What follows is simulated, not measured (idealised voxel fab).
process module | voxel self aligned vias
cross-section cut | 260 nm wide | cells 5 nm
A cross-section is a grid of square cells, given in bands from the top down. A band is one or more rows of cells.
Each band's line starts with the height of the band's top and of its bottom, in nm. Then come its materials from left to right, each with its width in nm. One material with "throughout" fills the band from edge to edge. "air" is empty space.
Height 0 is the level under which the wafer as received is all one material. The lowest band goes on downwards, as in "0 down".
A width such as "30 to 40" changes by the same amount from each row of cells to the next, from the band's top row to its bottom row.
"no change" after a step means that no cell of the cross-section changed.
closed voids: empty space of 8 cells or more with no open way to the top, each as width x height at its distance from the left edge, in nm
after a step's settings: what the simulator itself notes on the step
overlay nm, on a step with a mask: how far to the right of its planned place the mask lay; to the left if negative
plan
1 op RECEIVE | material Si
2 op CONFORMAL_DEP | material SiO2 | thk nm 10
3 op CONFORMAL_DEP | material SiCN | thk nm 5
4 op DIRECTIONAL_DEP | material SiO2 | thk nm 30
5 op MASKED_ETCH | tone open | mask id LINES | width nm 20 | pitch nm 55 | etch materials SiO2 | depth nm 30 | overlay nm 0
6 op CONFORMAL_DEP | material TiN | thk nm 5
7 op FILL_DEP | material Ru | thk nm 5
8 op CMP | height nm 45
9 op SELECTIVE_ETCH | etch materials W Ru TiN | depth nm 5
10 op FILL_DEP | material SiN | thk nm 5
11 op CMP | height nm 45
12 op DIRECTIONAL_DEP | material SiO2 | thk nm 15
13 op MASKED_ETCH | tone open | mask id VIAS | width nm 30 | pitch nm 55 | etch materials SiO2 | depth nm 15 | overlay nm 0
14 op MASKED_ETCH | tone open | mask id VIAS | width nm 30 | pitch nm 55 | etch materials SiN | depth nm 5 | overlay nm 0
15 op CONFORMAL_DEP | material TiN | thk nm 5
16 op FILL_DEP | material Cu | thk nm 10
17 op CMP | height nm 60
18 op CONFORMAL_DEP | material SiN | thk nm 5
as received, after step 1
  0 down: Si throughout
  closed voids: none
a wafer at the end: this start, this plan, one mistake
  65 to 60: SiN throughout
  60 to 50: SiO2 60 | TiN 5 | Cu 20 | TiN 5 | SiO2 25 | TiN 5 | Cu 20 | TiN 5 | SiO2 25 | TiN 5 | Cu 20 | TiN 5 | SiO2 60
  50 to 45: SiO2 60 | TiN 5 | Cu 5 | TiN 20 | SiO2 25 | TiN 5 | Cu 5 | TiN 20 | SiO2 25 | TiN 5 | Cu 5 | TiN 20 | SiO2 60
  45 to 40: SiO2 55 | SiN 5 | TiN 15 | SiO2 35 | SiN 5 | TiN 15 | SiO2 35 | SiN 5 | TiN 15 | SiO2 75
  40 to 20: SiO2 55 | TiN 5 | Ru 10 | TiN 5 | SiO2 35 | TiN 5 | Ru 10 | TiN 5 | SiO2 35 | TiN 5 | Ru 10 | TiN 5 | SiO2 75
  20 to 15: SiO2 55 | TiN 20 | SiO2 35 | TiN 20 | SiO2 35 | TiN 20 | SiO2 75
  15 to 10: SiCN throughout
  10 to 0: SiO2 throughout
  0 down: Si throughout
  closed voids: none
what went wrong: step 5 ran as: op MASKED_ETCH | tone open | mask id LINES | width nm 20 | pitch nm 55 | etch materials SiO2 | depth nm 30 | overlay nm -10
